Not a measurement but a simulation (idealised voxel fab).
Documented hereafter: the process module known as voxel gate over fins.
For reference, the cross-section in this document is cut, with width 225 nm and square cells of 5 nm.
In what follows, cross-sections appear as grids of square cells, described through bands that run from the top down, where every band is one or more rows of cells.
Look at the band entry: it leads with the top's height and the bottom's height in nm. Then it lists the materials left to right, with a width in nm for each. The word "edge to edge" on a single material says that material fills the band edge to edge. The word "blank" is empty space.
A quick word on heights: they are counted from 0, and under that level the wafer as it came to us is one material throughout. The lowest band is different from the rest in having no bottom; it simply continues downward, written as in "top 0, no bottom".
Width: "30 to 40" (first number = top row, second number = bottom row, same change from row to row of cells).
Given "nothing got changed" for a step, no cell of the cross-section differs between before and after that step.
"Non-vented voids" - sealed voids, min. 8 cells, no opening to top; format: width x height at distance (distance from left edge; nm throughout).
Heads up: the bit after the settings on a step's line is the simulator's remark on that step.
overlay nm: step with mask; distance mask lay right of planned place; negative value = left of planned place.
# Listed below are the process steps as planned
1: RECEIVE,material Si
2: CONFORMAL_DEP,material SiN,thk nm 5
3: PATTERN,tone cover,mask id FINS,material resist,width nm 15,pitch nm 45,thk nm 20,overlay nm 0
4: DIRECTIONAL_ETCH,etch materials SiN,depth nm 5
5: DIRECTIONAL_ETCH,etch materials Si,depth nm 35
6: STRIP,etch materials resist
7: OXIDIZE,depth nm 5
8: FILL_DEP,material SiO2,thk nm 5
9: CMP,height nm 5
10: SELECTIVE_ETCH,etch materials SiO2,depth nm 15
11: STRIP,etch materials SiN
12: CONFORMAL_DEP,material HfO2,thk nm 5
13: CONFORMAL_DEP,material TiN,thk nm 5
14: FILL_DEP,material W,thk nm 15
15: CMP,height nm 20
16: CONFORMAL_DEP,material SiN,thk nm 10
# Shown in cross-section is the wafer as received, that is, as it stands after step 1
* top 0, no bottom  Si edge to edge
* Non-vented voids: none
# Cross-section, first of two wafers, end of module, run as planned
* top 30, bottom 20  SiN edge to edge
* top 20, bottom 10  W edge to edge
* top 10, bottom 5  55 W, then 25 TiN, then 20 W, then 25 TiN, then 20 W, then 25 TiN, then 55 W
* top 5, bottom 0  55 W, then 5 TiN, then 15 HfO2, then 5 TiN, then 20 W, then 5 TiN, then 15 HfO2, then 5 TiN, then 20 W, then 5 TiN, then 15 HfO2, then 5 TiN, then 55 W
* top 0, bottom -5  60 TiN, then 5 HfO2, then 5 Si, then 5 HfO2, then 30 TiN, then 5 HfO2, then 5 Si, then 5 HfO2, then 30 TiN, then 5 HfO2, then 5 Si, then 5 HfO2, then 60 TiN
* top -5, bottom -10  65 HfO2, then 5 Si, then 40 HfO2, then 5 Si, then 40 HfO2, then 5 Si, then 65 HfO2
* top -10, bottom -40  65 SiO2, then 5 Si, then 40 SiO2, then 5 Si, then 40 SiO2, then 5 Si, then 65 SiO2
* top -40, no bottom  Si edge to edge
* Non-vented voids: none
# Module end: cross-section of wafer two of two. Same start and process plan as the first wafer. One mistake during execution
* top 30, bottom 20  SiN edge to edge
* top 20, bottom 10  W edge to edge
* top 10, bottom 5  55 W, then 25 TiN, then 20 W, then 25 TiN, then 20 W, then 25 TiN, then 55 W
* top 5, bottom 0  55 W, then 5 TiN, then 15 SiO2, then 5 TiN, then 20 W, then 5 TiN, then 15 SiO2, then 5 TiN, then 20 W, then 5 TiN, then 15 SiO2, then 5 TiN, then 55 W
* top 0, bottom -5  60 TiN, then 5 SiO2, then 5 Si, then 5 SiO2, then 30 TiN, then 5 SiO2, then 5 Si, then 5 SiO2, then 30 TiN, then 5 SiO2, then 5 Si, then 5 SiO2, then 60 TiN
* top -5, bottom -40  65 SiO2, then 5 Si, then 40 SiO2, then 5 Si, then 40 SiO2, then 5 Si, then 65 SiO2
* top -40, no bottom  Si edge to edge
* Non-vented voids: none
Deviation from plan: rather than as planned, step 12 actually ran as CONFORMAL_DEP,material SiO2,thk nm 5
FYI, end of process, the second wafer has more or fewer cells of some materials than the first: -57 HfO2; +57 SiO2
